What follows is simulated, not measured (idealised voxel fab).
The process module presented herein is designated voxel quadruple lines.
Displayed cross-section: cut, width of 140 nm, square cells sized 5 nm.
Think of the cross-section as a grid of square cells. We describe it in bands, top to bottom, and each band covers one or more rows of those cells.
In this notation a band is specified by the heights of its top and bottom, in that order and in nm, after which its materials appear from left to right, each paired with its width in nm. The word "full width" attached to a single material means that material fills the band from edge to edge; the word "blank" stands for empty space.
The level at which height equals 0 is the one under which the wafer, as it arrives, is entirely one material. No lower edge exists for the bottom band, which continues downward and is notated as in "0..down".
Note: "30..40" means the width goes from the first number (top row of the band) to the second number (bottom row) in equal steps per row of cells.
Key: "stayed the same" - step with no changed cell in the cross-section.
The label "Cavities, sealed" introduces a list of the empty spaces, 8 cells or larger, that have no open way up to the top; each entry in it reads width x height at distance, where the distance is taken from the left edge and all three are stated in nm.
Where a step's line continues beyond its settings, the continuation is a remark by the simulator itself on that step.
overlay nm: step with mask; distance mask lay right of planned place; negative value = left of planned place.

Listed below are the process steps as planned
1) RECEIVE with material Si
2) CONFORMAL_DEP with material SiO2, thk nm 10
3) DIRECTIONAL_DEP with material Ru, thk nm 10
4) DIRECTIONAL_DEP with material polySi, thk nm 20
5) DIRECTIONAL_DEP with material aC, thk nm 20
6) PATTERN with tone cover, mask id MANDREL, material resist, width nm 35, thk nm 25, overlay nm -15
7) DIRECTIONAL_ETCH with etch materials aC, depth nm 20
8) STRIP with etch materials resist
9) CONFORMAL_DEP with material SiO2, thk nm 15
10) DIRECTIONAL_ETCH with etch materials SiO2, depth nm 15
11) STRIP with etch materials aC
12) DIRECTIONAL_ETCH with etch materials polySi, depth nm 20
13) STRIP with etch materials SiO2
14) CONFORMAL_DEP with material SiN, thk nm 10
15) DIRECTIONAL_ETCH with etch materials SiN, depth nm 10
16) STRIP with etch materials polySi
17) DIRECTIONAL_ETCH with etch materials Ru, depth nm 10
18) STRIP with etch materials SiN
Wafers differ in overlay nm at step 6; plan lists the first wafer's value; identical starting state.

The first of several wafers, as received after step 1, seen in section
0..down  Si full width
Cavities, sealed: none

The following table contains a row per wafer, in which are reported, at the conclusion of the module, the cells of each material gained (+) or lost (-) since the wafer's receipt, with its closed voids given thereafter
overlay nm -15, +16 Ru, +56 SiO2, Cavities, sealed: none
overlay nm -10, +16 Ru, +56 SiO2, Cavities, sealed: none
overlay nm -5, +16 Ru, +56 SiO2, Cavities, sealed: none
overlay nm 0, +16 Ru, +56 SiO2, Cavities, sealed: none
overlay nm 5, +16 Ru, +56 SiO2, Cavities, sealed: none
overlay nm 10, +16 Ru, +56 SiO2, Cavities, sealed: none
overlay nm 15, +16 Ru, +56 SiO2, Cavities, sealed: none
